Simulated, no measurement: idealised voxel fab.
This section sets out a process module, namely voxel quadruple lines.
Cross-section cut: width 265 nm, square cells of 5 nm.
A cross-section is a grid of square cells, given in bands from the top down. A band is one or more rows of cells. The entry gives the band's vertical extent as a top height and a bottom height in nm, then its horizontal make-up as materials from left to right, each with a width in nm. "blank" stands for empty space; a single material marked "all across" fills the band edge to edge. Height 0 is the level under which the wafer as received is all one material. The lowest band goes on downwards, as in "0..down". With a width like "30 to 40", each row of cells in the band differs from the next by the same amount, the top row carrying the first number and the bottom row the second. "remained unchanged" means the step left every cell of the cross-section as it was. So "Sealed internal cavities" is basically the list of trapped voids: any empty space of 8 cells or more that can't reach the top through an opening. They're written width x height at distance, the distance being from the left edge, and it's all nm. Post-settings text on a step line: simulator's own remark regarding the step. Each step line may optionally specify "overlay nm", which for a step with a mask gives the rightward distance between the mask's planned place and where it lay, a negative value indicating the leftward direction.

**Set out below are the planned steps of the process**
1: RECEIVE [material Si]
2: CONFORMAL_DEP [material Al2O3] [thk nm 5]
3: DIRECTIONAL_DEP [material Ru] [thk nm 15]
4: DIRECTIONAL_DEP [material polySi] [thk nm 20]
5: DIRECTIONAL_DEP [material aC] [thk nm 20]
6: PATTERN [tone cover] [mask id MANDREL] [material resist] [width nm 20] [thk nm 25] [overlay nm 0]
7: DIRECTIONAL_ETCH [etch materials aC] [depth nm 20]
8: STRIP [etch materials resist]
9: CONFORMAL_DEP [material SiO2] [thk nm 10]
10: DIRECTIONAL_ETCH [etch materials SiO2] [depth nm 10]
11: STRIP [etch materials aC]
12: DIRECTIONAL_ETCH [etch materials polySi] [depth nm 20]
13: STRIP [etch materials SiO2]
14: CONFORMAL_DEP [material SiN] [thk nm 5]
15: DIRECTIONAL_ETCH [etch materials SiN] [depth nm 5]
16: STRIP [etch materials polySi]
17: DIRECTIONAL_ETCH [etch materials Ru] [depth nm 15]
18: STRIP [etch materials SiN]

**The first wafer of two, processed as planned**

**Step 1 complete: cross-section of the wafer as received**
> 0..down: Si all across
> Sealed internal cavities: none

**The following cross-section depicts the wafer upon completion of step 2**
> 5..0: Al2O3 all across
> Everything under 0 stays put, no change at all.

**The following cross-section depicts the wafer upon completion of step 3**
> 20..5: Ru all across
> Everything under 5 stays put, no change at all.

**The following cross-section depicts the wafer upon completion of step 4**
> 40..20: polySi all across
> Everything under 20 stays put, no change at all.

**The following cross-section depicts the wafer upon completion of step 5**
> 60..40: aC all across
> Everything under 40 stays put, no change at all.

**The following cross-section depicts the wafer upon completion of step 6**
> 85..60: blank: 120, resist: 20, blank: 125
> Everything under 60 stays put, no change at all.

**The following cross-section depicts the wafer upon completion of step 7**
> 65..60: blank: 120, resist: 20, blank: 125
> 60..40: blank: 120, aC: 20, blank: 125
> Everything under 40 stays put, no change at all.

**The following cross-section depicts the wafer upon completion of step 8**
> 60..40: blank: 120, aC: 20, blank: 125
> Everything under 40 stays put, no change at all.

**The following cross-section depicts the wafer upon completion of step 9**
> 70..60: blank: 110, SiO2: 40, blank: 115
> 60..50: blank: 110, SiO2: 10, aC: 20, SiO2: 10, blank: 115
> 50..40: SiO2: 120, aC: 20, SiO2: 125
> Everything under 40 stays put, no change at all.

**The following cross-section depicts the wafer upon completion of step 10**
> 60..40: blank: 110, SiO2: 10, aC: 20, SiO2: 10, blank: 115
> Everything under 40 stays put, no change at all.

**The following cross-section depicts the wafer upon completion of step 11**
> 60..40: blank: 110, SiO2: 10, blank: 20, SiO2: 10, blank: 115
> Everything under 40 stays put, no change at all.

**The following cross-section depicts the wafer upon completion of step 12**
> 60..40: blank: 110, SiO2: 10, blank: 20, SiO2: 10, blank: 115
> 40..20: blank: 110, polySi: 10, blank: 20, polySi: 10, blank: 115
> Everything under 20 stays put, no change at all.

**The following cross-section depicts the wafer upon completion of step 13**
> 40..20: blank: 110, polySi: 10, blank: 20, polySi: 10, blank: 115
> Everything under 20 stays put, no change at all.

**The following cross-section depicts the wafer upon completion of step 14**
> 45..40: blank: 105, SiN: 20, blank: 10, SiN: 20, blank: 110
> 40..25: blank: 105, SiN: 5, polySi: 10, SiN: 5, blank: 10, SiN: 5, polySi: 10, SiN: 5, blank: 110
> 25..20: SiN: 110, polySi: 10, SiN: 20, polySi: 10, SiN: 115
> Everything under 20 stays put, no change at all.

**The following cross-section depicts the wafer upon completion of step 15**
> 40..20: blank: 105, SiN: 5, polySi: 10, SiN: 5, blank: 10, SiN: 5, polySi: 10, SiN: 5, blank: 110
> Everything under 20 stays put, no change at all.

**The following cross-section depicts the wafer upon completion of step 16**
> 40..20: blank: 105, SiN: 5, blank: 10, SiN: 5, blank: 10, SiN: 5, blank: 10, SiN: 5, blank: 110
> Everything under 20 stays put, no change at all.

**The following cross-section depicts the wafer upon completion of step 17**
> 40..20: blank: 105, SiN: 5, blank: 10, SiN: 5, blank: 10, SiN: 5, blank: 10, SiN: 5, blank: 110
> 20..5: blank: 105, Ru: 5, blank: 10, Ru: 5, blank: 10, Ru: 5, blank: 10, Ru: 5, blank: 110
> Everything under 5 stays put, no change at all.

**The following cross-section depicts the wafer upon completion of step 18**
> 20..5: blank: 105, Ru: 5, blank: 10, Ru: 5, blank: 10, Ru: 5, blank: 10, Ru: 5, blank: 110
> Everything under 5 stays put, no change at all.

**Wafer two. Same start, same plan, one slip in execution. Same as wafer one through step 1, inclusive**

**What the second wafer looks like in cross-section when step 2 should have wrapped up**
> 15..0: Al2O3 all across
> Everything under 0 stays put, no change at all.

**What the second wafer looks like in cross-section when step 3 should have wrapped up**
> 30..15: Ru all across
> Everything under 15 stays put, no change at all.

**What the second wafer looks like in cross-section when step 4 should have wrapped up**
> 50..30: polySi all across
> Everything under 30 stays put, no change at all.

**What the second wafer looks like in cross-section when step 5 should have wrapped up**
> 70..50: aC all across
> Everything under 50 stays put, no change at all.

**What the second wafer looks like in cross-section when step 6 should have wrapped up**
> 95..70: blank: 120, resist: 20, blank: 125
> Everything under 70 stays put, no change at all.

**What the second wafer looks like in cross-section when step 7 should have wrapped up**
> 75..70: blank: 120, resist: 20, blank: 125
> 70..50: blank: 120, aC: 20, blank: 125
> Everything under 50 stays put, no change at all.

**What the second wafer looks like in cross-section when step 8 should have wrapped up**
> 70..50: blank: 120, aC: 20, blank: 125
> Everything under 50 stays put, no change at all.

**What the second wafer looks like in cross-section when step 9 should have wrapped up**
> 80..70: blank: 110, SiO2: 40, blank: 115
> 70..60: blank: 110, SiO2: 10, aC: 20, SiO2: 10, blank: 115
> 60..50: SiO2: 120, aC: 20, SiO2: 125
> Everything under 50 stays put, no change at all.

**What the second wafer looks like in cross-section when step 10 should have wrapped up**
> 70..50: blank: 110, SiO2: 10, aC: 20, SiO2: 10, blank: 115
> Everything under 50 stays put, no change at all.

**What the second wafer looks like in cross-section when step 11 should have wrapped up**
> 70..50: blank: 110, SiO2: 10, blank: 20, SiO2: 10, blank: 115
> Everything under 50 stays put, no change at all.

**What the second wafer looks like in cross-section when step 12 should have wrapped up**
> 70..50: blank: 110, SiO2: 10, blank: 20, SiO2: 10, blank: 115
> 50..30: blank: 110, polySi: 10, blank: 20, polySi: 10, blank: 115
> Everything under 30 stays put, no change at all.

**What the second wafer looks like in cross-section when step 13 should have wrapped up**
> 50..30: blank: 110, polySi: 10, blank: 20, polySi: 10, blank: 115
> Everything under 30 stays put, no change at all.

**What the second wafer looks like in cross-section when step 14 should have wrapped up**
> 55..50: blank: 105, SiN: 20, blank: 10, SiN: 20, blank: 110
> 50..35: blank: 105, SiN: 5, polySi: 10, SiN: 5, blank: 10, SiN: 5, polySi: 10, SiN: 5, blank: 110
> 35..30: SiN: 110, polySi: 10, SiN: 20, polySi: 10, SiN: 115
> Everything under 30 stays put, no change at all.

**What the second wafer looks like in cross-section when step 15 should have wrapped up**
> 50..30: blank: 105, SiN: 5, polySi: 10, SiN: 5, blank: 10, SiN: 5, polySi: 10, SiN: 5, blank: 110
> Everything under 30 stays put, no change at all.

**What the second wafer looks like in cross-section when step 16 should have wrapped up**
> 50..30: blank: 105, SiN: 5, blank: 10, SiN: 5, blank: 10, SiN: 5, blank: 10, SiN: 5, blank: 110
> Everything under 30 stays put, no change at all.

**What the second wafer looks like in cross-section when step 17 should have wrapped up**
> 50..30: blank: 105, SiN: 5, blank: 10, SiN: 5, blank: 10, SiN: 5, blank: 10, SiN: 5, blank: 110
> 30..15: blank: 105, Ru: 5, blank: 10, Ru: 5, blank: 10, Ru: 5, blank: 10, Ru: 5, blank: 110
> Everything under 15 stays put, no change at all.

**What the second wafer looks like in cross-section when step 18 should have wrapped up**
> 30..15: blank: 105, Ru: 5, blank: 10, Ru: 5, blank: 10, Ru: 5, blank: 10, Ru: 5, blank: 110
> Everything under 15 stays put, no change at all.
What was done differently from what was planned? step 2 ran with different settings than intended, the actual operation and settings being CONFORMAL_DEP [material Al2O3] [thk nm 15]
End of process, cell counts, second wafer against first, materials with more or fewer: +106 Al2O3
